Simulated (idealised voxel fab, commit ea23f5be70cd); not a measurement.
The document below concerns the process module designated voxel capacitor over wiring.
It is cross-section cut that appears here, measuring 235 nm in width, its square cells being 5 nm in size.
How to read a cross-section here: the picture is a grid of square cells, written as bands going from the top down, and any band can span one or more rows of cells.
Heads up on the band format: heights come first, top then bottom, in nm. After that it's the materials left to right, each with its width in nm. A single material flagged "full width" fills the whole band edge to edge, and "air" means there's empty space there.
Note: height 0 marks the level under which the wafer is uniformly one material as received. Lowest band unbounded below, written "from 0 down".
When a width is written as two numbers, as in "30->40", the first number is the width in the top row of cells of the band and the second is the width in its bottom row, and the width changes by the same amount from each row to the next.
"no alteration" after a step means that no cell of the cross-section changed.
Voids not open to the top, 8 cells minimum: see "Sealed void list". Written width x height at distance; distance is from the left edge; nm.
Post-settings text on a step line: simulator's own remark regarding the step.
Steps that use a mask can have "overlay nm" on their line. It says how far the mask sat to the right of where it was meant to be. Negative means to the left.

PLANNED STEP LIST FOR THE PROCESS
step 1: RECEIVE (material Si)
step 2: CONFORMAL_DEP (material SiO2; thk nm 15)
step 3: CONFORMAL_DEP (material SiCN; thk nm 5)
step 4: DIRECTIONAL_DEP (material lowk; thk nm 20)
step 5: DIRECTIONAL_DEP (material aC; thk nm 10)
step 6: PATTERN (tone open; mask id METAL_1; material resist; width nm 25; pitch nm 85; thk nm 25; overlay nm 0)
step 7: DIRECTIONAL_ETCH (etch materials aC; depth nm 10)
step 8: STRIP (etch materials resist)
step 9: DIRECTIONAL_ETCH (etch materials lowk; depth nm 20)
step 10: DIRECTIONAL_ETCH (etch materials SiCN; depth nm 5)
step 11: STRIP (etch materials aC)
step 12: CONFORMAL_DEP (material TiN; thk nm 5)
step 13: FILL_DEP (material Cu; thk nm 10)
step 14: CMP (height nm 40)
step 15: CONFORMAL_DEP (material SiCN; thk nm 5)
step 16: DIRECTIONAL_DEP (material SiO2; thk nm 15)
step 17: PATTERN (tone open; mask id PLUG_1; material resist; width nm 15; thk nm 20; overlay nm 0)
step 18: DIRECTIONAL_ETCH (etch materials SiO2; depth nm 15)
step 19: DIRECTIONAL_ETCH (etch materials SiCN; depth nm 5)
step 20: STRIP (etch materials resist)
step 21: CONFORMAL_DEP (material TiN; thk nm 5)
step 22: FILL_DEP (material Ru; thk nm 10)
step 23: CMP (height nm 60)
step 24: DIRECTIONAL_DEP (material TiN; thk nm 5)
step 25: DIRECTIONAL_DEP (material HfO2; thk nm 5)
step 26: DIRECTIONAL_DEP (material TiN; thk nm 5)
step 27: PATTERN (tone cover; mask id UPPER_PLATE; material resist; width nm 65; thk nm 20; overlay nm 0)
step 28: DIRECTIONAL_ETCH (etch materials TiN; depth nm 5)
step 29: DIRECTIONAL_ETCH (etch materials HfO2; depth nm 5)
step 30: STRIP (etch materials resist)
step 31: MASKED_ETCH (tone cover; mask id LOWER_PLATE; width nm 75; etch materials TiN; depth nm 5; overlay nm 0)
step 32: FILL_DEP (material SiO2; thk nm 15)
step 33: CMP (height nm 85)
step 34: PATTERN (tone open; mask id PLUG_2; material resist; width nm 15; thk nm 20; overlay nm 0)
step 35: DIRECTIONAL_ETCH (etch materials SiO2; depth nm 10)
step 36: STRIP (etch materials resist)
step 37: CONFORMAL_DEP (material TiN; thk nm 5)
step 38: FILL_DEP (material W; thk nm 5)
step 39: CMP (height nm 85)
step 40: CONFORMAL_DEP (material SiN; thk nm 5)

THE FIRST OF A SET OF TWO WAFERS, RUN TO PLAN

THIS IS THE CROSS-SECTION OF THE WAFER AS WE RECEIVED IT, I.E. AFTER STEP 1
    from 0 down: Si full width
    Sealed void list: none

PRESENTED HERE IS A CROSS-SECTION OF THE WAFER AFTER STEP 2 HAS BEEN PERFORMED
    from 15 to 0: SiO2 full width
    Below 0 it's all the same as before, nothing changed down there.

PRESENTED HERE IS A CROSS-SECTION OF THE WAFER AFTER STEP 3 HAS BEEN PERFORMED
    from 20 to 15: SiCN full width
    Below 15 it's all the same as before, nothing changed down there.

PRESENTED HERE IS A CROSS-SECTION OF THE WAFER AFTER STEP 4 HAS BEEN PERFORMED
    from 40 to 20: lowk full width
    Below 20 it's all the same as before, nothing changed down there.

PRESENTED HERE IS A CROSS-SECTION OF THE WAFER AFTER STEP 5 HAS BEEN PERFORMED
    from 50 to 40: aC full width
    Below 40 it's all the same as before, nothing changed down there.

PRESENTED HERE IS A CROSS-SECTION OF THE WAFER AFTER STEP 6 HAS BEEN PERFORMED
    from 75 to 50: 60 nm resist  25 nm air  60 nm resist  25 nm air  65 nm resist
    Below 50 it's all the same as before, nothing changed down there.

PRESENTED HERE IS A CROSS-SECTION OF THE WAFER AFTER STEP 7 HAS BEEN PERFORMED
    from 65 to 50: 60 nm resist  25 nm air  60 nm resist  25 nm air  65 nm resist
    from 50 to 40: 60 nm aC  25 nm air  60 nm aC  25 nm air  65 nm aC
    Below 40 it's all the same as before, nothing changed down there.

PRESENTED HERE IS A CROSS-SECTION OF THE WAFER AFTER STEP 8 HAS BEEN PERFORMED
    from 50 to 40: 60 nm aC  25 nm air  60 nm aC  25 nm air  65 nm aC
    Below 40 it's all the same as before, nothing changed down there.

PRESENTED HERE IS A CROSS-SECTION OF THE WAFER AFTER STEP 9 HAS BEEN PERFORMED
    from 50 to 40: 60 nm aC  25 nm air  60 nm aC  25 nm air  65 nm aC
    from 40 to 20: 60 nm lowk  25 nm air  60 nm lowk  25 nm air  65 nm lowk
    Below 20 it's all the same as before, nothing changed down there.

PRESENTED HERE IS A CROSS-SECTION OF THE WAFER AFTER STEP 10 HAS BEEN PERFORMED
    from 50 to 40: 60 nm aC  25 nm air  60 nm aC  25 nm air  65 nm aC
    from 40 to 20: 60 nm lowk  25 nm air  60 nm lowk  25 nm air  65 nm lowk
    from 20 to 15: 60 nm SiCN  25 nm air  60 nm SiCN  25 nm air  65 nm SiCN
    Below 15 it's all the same as before, nothing changed down there.

PRESENTED HERE IS A CROSS-SECTION OF THE WAFER AFTER STEP 11 HAS BEEN PERFORMED
    from 40 to 20: 60 nm lowk  25 nm air  60 nm lowk  25 nm air  65 nm lowk
    Below 20 it's all the same as before, nothing changed down there.

PRESENTED HERE IS A CROSS-SECTION OF THE WAFER AFTER STEP 12 HAS BEEN PERFORMED
    from 45 to 40: 65 nm TiN  15 nm air  70 nm TiN  15 nm air  70 nm TiN
    from 40 to 20: 60 nm lowk  5 nm TiN  15 nm air  5 nm TiN  60 nm lowk  5 nm TiN  15 nm air  5 nm TiN  65 nm lowk
    from 20 to 15: 60 nm SiCN  25 nm TiN  60 nm SiCN  25 nm TiN  65 nm SiCN
    Below 15 it's all the same as before, nothing changed down there.

PRESENTED HERE IS A CROSS-SECTION OF THE WAFER AFTER STEP 13 HAS BEEN PERFORMED
    from 55 to 45: Cu full width
    from 45 to 40: 65 nm TiN  15 nm Cu  70 nm TiN  15 nm Cu  70 nm TiN
    from 40 to 20: 60 nm lowk  5 nm TiN  15 nm Cu  5 nm TiN  60 nm lowk  5 nm TiN  15 nm Cu  5 nm TiN  65 nm lowk
    Below 20 it's all the same as before, nothing changed down there.

PRESENTED HERE IS A CROSS-SECTION OF THE WAFER AFTER STEP 14 HAS BEEN PERFORMED
    from 40 to 20: 60 nm lowk  5 nm TiN  15 nm Cu  5 nm TiN  60 nm lowk  5 nm TiN  15 nm Cu  5 nm TiN  65 nm lowk
    Below 20 it's all the same as before, nothing changed down there.

PRESENTED HERE IS A CROSS-SECTION OF THE WAFER AFTER STEP 15 HAS BEEN PERFORMED
    from 45 to 40: SiCN full width
    Below 40 it's all the same as before, nothing changed down there.

PRESENTED HERE IS A CROSS-SECTION OF THE WAFER AFTER STEP 16 HAS BEEN PERFORMED
    from 60 to 45: SiO2 full width
    Below 45 it's all the same as before, nothing changed down there.

PRESENTED HERE IS A CROSS-SECTION OF THE WAFER AFTER STEP 17 HAS BEEN PERFORMED
    from 80 to 60: 70 nm resist  15 nm air  150 nm resist
    Below 60 it's all the same as before, nothing changed down there.

PRESENTED HERE IS A CROSS-SECTION OF THE WAFER AFTER STEP 18 HAS BEEN PERFORMED
    from 80 to 60: 70 nm resist  15 nm air  150 nm resist
    from 60 to 45: 70 nm SiO2  15 nm air  150 nm SiO2
    Below 45 it's all the same as before, nothing changed down there.

PRESENTED HERE IS A CROSS-SECTION OF THE WAFER AFTER STEP 19 HAS BEEN PERFORMED
    from 80 to 60: 70 nm resist  15 nm air  150 nm resist
    from 60 to 45: 70 nm SiO2  15 nm air  150 nm SiO2
    from 45 to 40: 70 nm SiCN  15 nm air  150 nm SiCN
    Below 40 it's all the same as before, nothing changed down there.

PRESENTED HERE IS A CROSS-SECTION OF THE WAFER AFTER STEP 20 HAS BEEN PERFORMED
    from 60 to 45: 70 nm SiO2  15 nm air  150 nm SiO2
    Below 45 it's all the same as before, nothing changed down there.

PRESENTED HERE IS A CROSS-SECTION OF THE WAFER AFTER STEP 21 HAS BEEN PERFORMED
    from 65 to 60: 75 nm TiN  5 nm air  155 nm TiN
    from 60 to 45: 70 nm SiO2  5 nm TiN  5 nm air  5 nm TiN  150 nm SiO2
    from 45 to 40: 70 nm SiCN  15 nm TiN  150 nm SiCN
    Below 40 it's all the same as before, nothing changed down there.

PRESENTED HERE IS A CROSS-SECTION OF THE WAFER AFTER STEP 22 HAS BEEN PERFORMED
    from 75 to 65: Ru full width
    from 65 to 60: 75 nm TiN  5 nm Ru  155 nm TiN
    from 60 to 45: 70 nm SiO2  5 nm TiN  5 nm Ru  5 nm TiN  150 nm SiO2
    Below 45 it's all the same as before, nothing changed down there.

PRESENTED HERE IS A CROSS-SECTION OF THE WAFER AFTER STEP 23 HAS BEEN PERFORMED
    from 60 to 45: 70 nm SiO2  5 nm TiN  5 nm Ru  5 nm TiN  150 nm SiO2
    Below 45 it's all the same as before, nothing changed down there.

PRESENTED HERE IS A CROSS-SECTION OF THE WAFER AFTER STEP 24 HAS BEEN PERFORMED
    from 65 to 60: TiN full width
    Below 60 it's all the same as before, nothing changed down there.

PRESENTED HERE IS A CROSS-SECTION OF THE WAFER AFTER STEP 25 HAS BEEN PERFORMED
    from 70 to 65: HfO2 full width
    Below 65 it's all the same as before, nothing changed down there.

PRESENTED HERE IS A CROSS-SECTION OF THE WAFER AFTER STEP 26 HAS BEEN PERFORMED
    from 75 to 70: TiN full width
    Below 70 it's all the same as before, nothing changed down there.

PRESENTED HERE IS A CROSS-SECTION OF THE WAFER AFTER STEP 27 HAS BEEN PERFORMED
    from 95 to 75: 70 nm air  65 nm resist  100 nm air
    Below 75 it's all the same as before, nothing changed down there.

PRESENTED HERE IS A CROSS-SECTION OF THE WAFER AFTER STEP 28 HAS BEEN PERFORMED
    from 95 to 75: 70 nm air  65 nm resist  100 nm air
    from 75 to 70: 70 nm air  65 nm TiN  100 nm air
    Below 70 it's all the same as before, nothing changed down there.

PRESENTED HERE IS A CROSS-SECTION OF THE WAFER AFTER STEP 29 HAS BEEN PERFORMED
    from 95 to 75: 70 nm air  65 nm resist  100 nm air
    from 75 to 70: 70 nm air  65 nm TiN  100 nm air
    from 70 to 65: 70 nm air  65 nm HfO2  100 nm air
    Below 65 it's all the same as before, nothing changed down there.

PRESENTED HERE IS A CROSS-SECTION OF THE WAFER AFTER STEP 30 HAS BEEN PERFORMED
    from 75 to 70: 70 nm air  65 nm TiN  100 nm air
    Below 70 it's all the same as before, nothing changed down there.

PRESENTED HERE IS A CROSS-SECTION OF THE WAFER AFTER STEP 31 HAS BEEN PERFORMED
    from 75 to 70: 70 nm air  65 nm TiN  100 nm air
    from 70 to 65: 70 nm air  65 nm HfO2  100 nm air
    from 65 to 60: 65 nm air  75 nm TiN  95 nm air
    Below 60 it's all the same as before, nothing changed down there.

PRESENTED HERE IS A CROSS-SECTION OF THE WAFER AFTER STEP 32 HAS BEEN PERFORMED
    from 90 to 75: SiO2 full width
    from 75 to 70: 70 nm SiO2  65 nm TiN  100 nm SiO2
    from 70 to 65: 70 nm SiO2  65 nm HfO2  100 nm SiO2
    from 65 to 60: 65 nm SiO2  75 nm TiN  95 nm SiO2
    Below 60 it's all the same as before, nothing changed down there.

PRESENTED HERE IS A CROSS-SECTION OF THE WAFER AFTER STEP 33 HAS BEEN PERFORMED
    from 85 to 75: SiO2 full width
    Below 75 it's all the same as before, nothing changed down there.

PRESENTED HERE IS A CROSS-SECTION OF THE WAFER AFTER STEP 34 HAS BEEN PERFORMED
    from 105 to 85: 80 nm resist  15 nm air  140 nm resist
    Below 85 it's all the same as before, nothing changed down there.

PRESENTED HERE IS A CROSS-SECTION OF THE WAFER AFTER STEP 35 HAS BEEN PERFORMED
    from 105 to 85: 80 nm resist  15 nm air  140 nm resist
    from 85 to 75: 80 nm SiO2  15 nm air  140 nm SiO2
    Below 75 it's all the same as before, nothing changed down there.

PRESENTED HERE IS A CROSS-SECTION OF THE WAFER AFTER STEP 36 HAS BEEN PERFORMED
    from 85 to 75: 80 nm SiO2  15 nm air  140 nm SiO2
    Below 75 it's all the same as before, nothing changed down there.

PRESENTED HERE IS A CROSS-SECTION OF THE WAFER AFTER STEP 37 HAS BEEN PERFORMED
    from 90 to 85: 85 nm TiN  5 nm air  145 nm TiN
    from 85 to 80: 80 nm SiO2  5 nm TiN  5 nm air  5 nm TiN  140 nm SiO2
    from 80 to 70: 80->70 nm SiO2  15->65 nm TiN  140->100 nm SiO2
    Below 70 it's all the same as before, nothing changed down there.

PRESENTED HERE IS A CROSS-SECTION OF THE WAFER AFTER STEP 38 HAS BEEN PERFORMED
    from 95 to 90: W full width
    from 90 to 85: 85 nm TiN  5 nm W  145 nm TiN
    from 85 to 80: 80 nm SiO2  5 nm TiN  5 nm W  5 nm TiN  140 nm SiO2
    Below 80 it's all the same as before, nothing changed down there.

PRESENTED HERE IS A CROSS-SECTION OF THE WAFER AFTER STEP 39 HAS BEEN PERFORMED
    from 85 to 80: 80 nm SiO2  5 nm TiN  5 nm W  5 nm TiN  140 nm SiO2
    Below 80 it's all the same as before, nothing changed down there.

PRESENTED HERE IS A CROSS-SECTION OF THE WAFER AFTER STEP 40 HAS BEEN PERFORMED
    from 90 to 85: SiN full width
    Below 85 it's all the same as before, nothing changed down there.

SECOND WAFER. START AND PLAN AS FOR THE FIRST. ONE MISTAKE MADE IN RUNNING. AGREES WITH THE FIRST UP TO AND INCLUDING STEP 33

LOOK AT THE SECOND WAFER IN CROSS-SECTION AT THE TIME STEP 34 OUGHT TO HAVE FINISHED
    from 105 to 85: 80 nm resist  20 nm air  135 nm resist
    Below 85 it's all the same as before, nothing changed down there.

LOOK AT THE SECOND WAFER IN CROSS-SECTION AT THE TIME STEP 35 OUGHT TO HAVE FINISHED
    from 105 to 85: 80 nm resist  20 nm air  135 nm resist
    from 85 to 75: 80 nm SiO2  20 nm air  135 nm SiO2
    Below 75 it's all the same as before, nothing changed down there.

LOOK AT THE SECOND WAFER IN CROSS-SECTION AT THE TIME STEP 36 OUGHT TO HAVE FINISHED
    from 85 to 75: 80 nm SiO2  20 nm air  135 nm SiO2
    Below 75 it's all the same as before, nothing changed down there.

LOOK AT THE SECOND WAFER IN CROSS-SECTION AT THE TIME STEP 37 OUGHT TO HAVE FINISHED
    from 90 to 85: 85 nm TiN  10 nm air  140 nm TiN
    from 85 to 80: 80 nm SiO2  5 nm TiN  10 nm air  5 nm TiN  135 nm SiO2
    from 80 to 70: 80->70 nm SiO2  20->65 nm TiN  135->100 nm SiO2
    Below 70 it's all the same as before, nothing changed down there.

LOOK AT THE SECOND WAFER IN CROSS-SECTION AT THE TIME STEP 38 OUGHT TO HAVE FINISHED
    from 95 to 90: W full width
    from 90 to 85: 85 nm TiN  10 nm W  140 nm TiN
    from 85 to 80: 80 nm SiO2  5 nm TiN  10 nm W  5 nm TiN  135 nm SiO2
    Below 80 it's all the same as before, nothing changed down there.

LOOK AT THE SECOND WAFER IN CROSS-SECTION AT THE TIME STEP 39 OUGHT TO HAVE FINISHED
    from 85 to 80: 80 nm SiO2  5 nm TiN  10 nm W  5 nm TiN  135 nm SiO2
    Below 80 it's all the same as before, nothing changed down there.

LOOK AT THE SECOND WAFER IN CROSS-SECTION AT THE TIME STEP 40 OUGHT TO HAVE FINISHED
    from 90 to 85: SiN full width
    Below 85 it's all the same as before, nothing changed down there.
Processing error: step 34 was run on a setting that differed from the plan, and what really ran there is PATTERN (tone open; mask id PLUG_2; material resist; width nm 20; thk nm 20; overlay nm 0)
The closing comparison, in cells, has the second wafer with more or fewer of some materials than the first: SiO2 -2 | TiN +1 | W +1
